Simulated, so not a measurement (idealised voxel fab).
process module | voxel self aligned vias
cross-section cut | 210 nm wide | cells 5 nm
A cross-section is a grid of square cells, given in bands from the top down. A band is one or more rows of cells.
Each band's line starts with the height of the band's top and of its bottom, in nm. Then come its materials from left to right, each with its width in nm. One material with "throughout" fills the band from edge to edge. "air" is empty space.
Height 0 is the level under which the wafer as received is all one material. The lowest band goes on downwards, as in "0 down".
A width such as "30 to 40" changes by the same amount from each row of cells to the next, from the band's top row to its bottom row.
"no change" after a step means that no cell of the cross-section changed.
closed voids: empty space of 8 cells or more with no open way to the top, each as width x height at its distance from the left edge, in nm
after a step's settings: what the simulator itself notes on the step
overlay nm, on a step with a mask: how far to the right of its planned place the mask lay; to the left if negative
plan
1 op RECEIVE | material Si
2 op CONFORMAL_DEP | material SiO2 | thk nm 10
3 op CONFORMAL_DEP | material SiCN | thk nm 5
4 op DIRECTIONAL_DEP | material lowk | thk nm 25
5 op PATTERN | tone open | mask id LINES | material resist | width nm 25 | pitch nm 55 | thk nm 15 | overlay nm 0
6 op DIRECTIONAL_ETCH | etch materials lowk | depth nm 25
7 op STRIP | etch materials resist
8 op CONFORMAL_DEP | material TiN | thk nm 5
9 op FILL_DEP | material Ru | thk nm 5
10 op CMP | height nm 40
11 op SELECTIVE_ETCH | etch materials W Ru TiN | depth nm 10
12 op FILL_DEP | material SiN | thk nm 5
13 op CMP | height nm 40
14 op DIRECTIONAL_DEP | material lowk | thk nm 20
15 op MASKED_ETCH | tone open | mask id VIAS | width nm 35 | pitch nm 55 | etch materials lowk | depth nm 20 | overlay nm 0
16 op MASKED_ETCH | tone open | mask id VIAS | width nm 35 | pitch nm 55 | etch materials SiN | depth nm 10 | overlay nm 0
17 op CONFORMAL_DEP | material TiN | thk nm 5
18 op FILL_DEP | material Ru | thk nm 5
19 op CMP | height nm 60
20 op CONFORMAL_DEP | material SiN | thk nm 5
first wafer, as planned
as received, after step 1
  0 down: Si throughout
  closed voids: none
after step 2
  10 to 0: SiO2 throughout
  below 0: unchanged
after step 3
  15 to 10: SiCN throughout
  below 10: unchanged
after step 4
  40 to 15: lowk throughout
  below 15: unchanged
after step 5
  55 to 40: resist 35 | air 25 | resist 30 | air 25 | resist 30 | air 25 | resist 40
  below 40: unchanged
after step 6
  55 to 40: resist 35 | air 25 | resist 30 | air 25 | resist 30 | air 25 | resist 40
  40 to 15: lowk 35 | air 25 | lowk 30 | air 25 | lowk 30 | air 25 | lowk 40
  below 15: unchanged
after step 7
  40 to 15: lowk 35 | air 25 | lowk 30 | air 25 | lowk 30 | air 25 | lowk 40
  below 15: unchanged
after step 8
  45 to 40: TiN 40 | air 15 | TiN 40 | air 15 | TiN 40 | air 15 | TiN 45
  40 to 20: lowk 35 | TiN 5 | air 15 | TiN 5 | lowk 30 | TiN 5 | air 15 | TiN 5 | lowk 30 | TiN 5 | air 15 | TiN 5 | lowk 40
  20 to 15: lowk 35 | TiN 25 | lowk 30 | TiN 25 | lowk 30 | TiN 25 | lowk 40
  below 15: unchanged
after step 9
  50 to 45: Ru throughout
  45 to 40: TiN 40 | Ru 15 | TiN 40 | Ru 15 | TiN 40 | Ru 15 | TiN 45
  40 to 20: lowk 35 | TiN 5 | Ru 15 | TiN 5 | lowk 30 | TiN 5 | Ru 15 | TiN 5 | lowk 30 | TiN 5 | Ru 15 | TiN 5 | lowk 40
  below 20: unchanged
after step 10
  40 to 20: lowk 35 | TiN 5 | Ru 15 | TiN 5 | lowk 30 | TiN 5 | Ru 15 | TiN 5 | lowk 30 | TiN 5 | Ru 15 | TiN 5 | lowk 40
  below 20: unchanged
after step 11
  40 to 30: lowk 35 | air 25 | lowk 30 | air 25 | lowk 30 | air 25 | lowk 40
  below 30: unchanged
after step 12
  45 to 40: SiN throughout
  40 to 30: lowk 35 | SiN 25 | lowk 30 | SiN 25 | lowk 30 | SiN 25 | lowk 40
  below 30: unchanged
after step 13
  40 to 30: lowk 35 | SiN 25 | lowk 30 | SiN 25 | lowk 30 | SiN 25 | lowk 40
  below 30: unchanged
after step 14
  60 to 40: lowk throughout
  below 40: unchanged
after step 15
  60 to 40: lowk 30 | air 35 | lowk 20 | air 35 | lowk 20 | air 35 | lowk 35
  below 40: unchanged
after step 16
  60 to 40: lowk 30 | air 35 | lowk 20 | air 35 | lowk 20 | air 35 | lowk 35
  40 to 30: lowk 35 | air 25 | lowk 30 | air 25 | lowk 30 | air 25 | lowk 40
  below 30: unchanged
after step 17
  65 to 60: TiN 35 | air 25 | TiN 30 | air 25 | TiN 30 | air 25 | TiN 40
  60 to 45: lowk 30 | TiN 5 | air 25 | TiN 5 | lowk 20 | TiN 5 | air 25 | TiN 5 | lowk 20 | TiN 5 | air 25 | TiN 5 | lowk 35
  45 to 35: lowk 30 to 35 | TiN 10 to 5 | air 15 | TiN 10 to 5 | lowk 20 to 30 | TiN 10 to 5 | air 15 | TiN 10 to 5 | lowk 20 to 30 | TiN 10 to 5 | air 15 | TiN 10 to 5 | lowk 35 to 40
  35 to 30: lowk 35 | TiN 25 | lowk 30 | TiN 25 | lowk 30 | TiN 25 | lowk 40
  below 30: unchanged
after step 18
  70 to 65: Ru throughout
  65 to 60: TiN 35 | Ru 25 | TiN 30 | Ru 25 | TiN 30 | Ru 25 | TiN 40
  60 to 45: lowk 30 | TiN 5 | Ru 25 | TiN 5 | lowk 20 | TiN 5 | Ru 25 | TiN 5 | lowk 20 | TiN 5 | Ru 25 | TiN 5 | lowk 35
  45 to 35: lowk 30 to 35 | TiN 10 to 5 | Ru 15 | TiN 10 to 5 | lowk 20 to 30 | TiN 10 to 5 | Ru 15 | TiN 10 to 5 | lowk 20 to 30 | TiN 10 to 5 | Ru 15 | TiN 10 to 5 | lowk 35 to 40
  below 35: unchanged
after step 19
  60 to 45: lowk 30 | TiN 5 | Ru 25 | TiN 5 | lowk 20 | TiN 5 | Ru 25 | TiN 5 | lowk 20 | TiN 5 | Ru 25 | TiN 5 | lowk 35
  below 45: unchanged
after step 20
  65 to 60: SiN throughout
  below 60: unchanged
second wafer: like start, like plan, one mistake. Through step 2 it matches the first wafer
when step 3 should have ended: no change
when step 4 should have ended
  35 to 10: lowk throughout
  below 10: unchanged
when step 5 should have ended
  50 to 35: resist 35 | air 25 | resist 30 | air 25 | resist 30 | air 25 | resist 40
  below 35: unchanged
when step 6 should have ended
  50 to 35: resist 35 | air 25 | resist 30 | air 25 | resist 30 | air 25 | resist 40
  35 to 10: lowk 35 | air 25 | lowk 30 | air 25 | lowk 30 | air 25 | lowk 40
  below 10: unchanged
when step 7 should have ended
  35 to 10: lowk 35 | air 25 | lowk 30 | air 25 | lowk 30 | air 25 | lowk 40
  below 10: unchanged
when step 8 should have ended
  40 to 35: TiN 40 | air 15 | TiN 40 | air 15 | TiN 40 | air 15 | TiN 45
  35 to 15: lowk 35 | TiN 5 | air 15 | TiN 5 | lowk 30 | TiN 5 | air 15 | TiN 5 | lowk 30 | TiN 5 | air 15 | TiN 5 | lowk 40
  15 to 10: lowk 35 | TiN 25 | lowk 30 | TiN 25 | lowk 30 | TiN 25 | lowk 40
  below 10: unchanged
when step 9 should have ended
  45 to 40: Ru throughout
  40 to 35: TiN 40 | Ru 15 | TiN 40 | Ru 15 | TiN 40 | Ru 15 | TiN 45
  35 to 15: lowk 35 | TiN 5 | Ru 15 | TiN 5 | lowk 30 | TiN 5 | Ru 15 | TiN 5 | lowk 30 | TiN 5 | Ru 15 | TiN 5 | lowk 40
  below 15: unchanged
when step 10 should have ended
  40 to 35: TiN 40 | Ru 15 | TiN 40 | Ru 15 | TiN 40 | Ru 15 | TiN 45
  below 35: unchanged
when step 11 should have ended
  35 to 30: lowk 35 | air 25 | lowk 30 | air 25 | lowk 30 | air 25 | lowk 40
  below 30: unchanged
when step 12 should have ended
  40 to 35: SiN throughout
  35 to 30: lowk 35 | SiN 25 | lowk 30 | SiN 25 | lowk 30 | SiN 25 | lowk 40
  below 30: unchanged
when step 13 should have ended: no change
when step 14 should have ended
  60 to 40: lowk throughout
  below 40: unchanged
when step 15 should have ended
  60 to 40: lowk 30 | air 35 | lowk 20 | air 35 | lowk 20 | air 35 | lowk 35
  below 40: unchanged
when step 16 should have ended
  60 to 40: lowk 30 | air 35 | lowk 20 | air 35 | lowk 20 | air 35 | lowk 35
  40 to 35: SiN 30 | air 35 | SiN 20 | air 35 | SiN 20 | air 35 | SiN 35
  35 to 30: lowk 35 | air 25 | lowk 30 | air 25 | lowk 30 | air 25 | lowk 40
  below 30: unchanged
when step 17 should have ended
  65 to 60: TiN 35 | air 25 | TiN 30 | air 25 | TiN 30 | air 25 | TiN 40
  60 to 40: lowk 30 | TiN 5 | air 25 | TiN 5 | lowk 20 | TiN 5 | air 25 | TiN 5 | lowk 20 | TiN 5 | air 25 | TiN 5 | lowk 35
  40 to 35: SiN 30 | TiN 10 | air 15 | TiN 10 | SiN 20 | TiN 10 | air 15 | TiN 10 | SiN 20 | TiN 10 | air 15 | TiN 10 | SiN 35
  35 to 30: lowk 35 | TiN 25 | lowk 30 | TiN 25 | lowk 30 | TiN 25 | lowk 40
  below 30: unchanged
when step 18 should have ended
  70 to 65: Ru throughout
  65 to 60: TiN 35 | Ru 25 | TiN 30 | Ru 25 | TiN 30 | Ru 25 | TiN 40
  60 to 40: lowk 30 | TiN 5 | Ru 25 | TiN 5 | lowk 20 | TiN 5 | Ru 25 | TiN 5 | lowk 20 | TiN 5 | Ru 25 | TiN 5 | lowk 35
  40 to 35: SiN 30 | TiN 10 | Ru 15 | TiN 10 | SiN 20 | TiN 10 | Ru 15 | TiN 10 | SiN 20 | TiN 10 | Ru 15 | TiN 10 | SiN 35
  below 35: unchanged
when step 19 should have ended
  60 to 40: lowk 30 | TiN 5 | Ru 25 | TiN 5 | lowk 20 | TiN 5 | Ru 25 | TiN 5 | lowk 20 | TiN 5 | Ru 25 | TiN 5 | lowk 35
  below 40: unchanged
when step 20 should have ended
  65 to 60: SiN throughout
  below 60: unchanged
what went wrong: step 3 was left out
at the end the second wafer has, in cells: 15 more of Ru | 42 fewer of SiCN | 21 more of SiN | 6 more of TiN
